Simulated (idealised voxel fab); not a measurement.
Name of the process module below: voxel released beams
The cross-section shown here is cut; it is 240 nm wide and divided into square cells measuring 5 nm on a side.
Think of the cross-section as a grid of square cells. We describe it in bands, top to bottom, and each band covers one or more rows of those cells.
Heads up on the band format: heights come first, top then bottom, in nm. After that it's the materials left to right, each with its width in nm. A single material flagged "throughout" fills the whole band edge to edge, and "empty" means there's empty space there.
For the purposes of this specification, 0 denotes the height below which the wafer in its as-received condition is composed wholly of one material, and the lowermost band, lacking a lower limit, extends downward without end, as expressed in "0 down".
Note: "30..40" means the width goes from the first number (top row of the band) to the second number (bottom row) in equal steps per row of cells.
What does "nothing altered" mean for a step? It means no cell of the cross-section changed in that step.
Any empty space of 8 cells or more lacking an open way to the top shows up in "Sealed internal voids" as width x height at distance, distance from the left edge, in nm.
Whatever follows a step's settings on its line is a remark the simulator itself makes about that step.
A step's line can hold "overlay nm"; with a mask on that step, the setting says how far right of the planned place the mask lay, while a negative setting says it lay to the left.

[Set out below are the planned steps of the process]
- 1: RECEIVE,material Si
- 2: CONFORMAL_DEP,material SiN,thk nm 5
- 3: DIRECTIONAL_DEP,material SiO2,thk nm 20
- 4: DIRECTIONAL_DEP,material aC,thk nm 10
- 5: PATTERN,tone open,mask id ANCHOR,material resist,width nm 40,thk nm 25,overlay nm 0
- 6: DIRECTIONAL_ETCH,etch materials aC,depth nm 10
- 7: STRIP,etch materials resist
- 8: DIRECTIONAL_ETCH,etch materials SiO2,depth nm 20
- 9: STRIP,etch materials aC
- 10: CONFORMAL_DEP,material polySi,thk nm 15
- 11: DIRECTIONAL_DEP,material aC,thk nm 10
- 12: PATTERN,tone cover,mask id BEAM,material resist,width nm 90,thk nm 30,overlay nm 0
- 13: DIRECTIONAL_ETCH,etch materials aC,depth nm 10
- 14: STRIP,etch materials resist
- 15: DIRECTIONAL_ETCH,etch materials polySi,depth nm 15
- 16: STRIP,etch materials aC
- 17: STRIP,etch materials SiO2

[As-received wafer cross-section (after step 1)]
  0 down | Si throughout
  Sealed internal voids: none

[Below is the wafer in cross-section after the module was completed. It began from the starting point shown above and followed the plan shown above, except that one mistake was made while running it]
  40 to 25 | empty (70)  polySi (20)  empty (10)  polySi (60)  empty (80)
  25 to 20 | empty (75)  polySi (15)  empty (10)  polySi (15)  empty (125)
  20 to 5 | empty (75)  polySi (40)  empty (125)
  5 to 0 | polySi throughout
  0 down | Si throughout
  Sealed internal voids: none
What went wrong in running the wafer? step 2, actual vs plan mismatch, actual run CONFORMAL_DEP,material polySi,thk nm 5
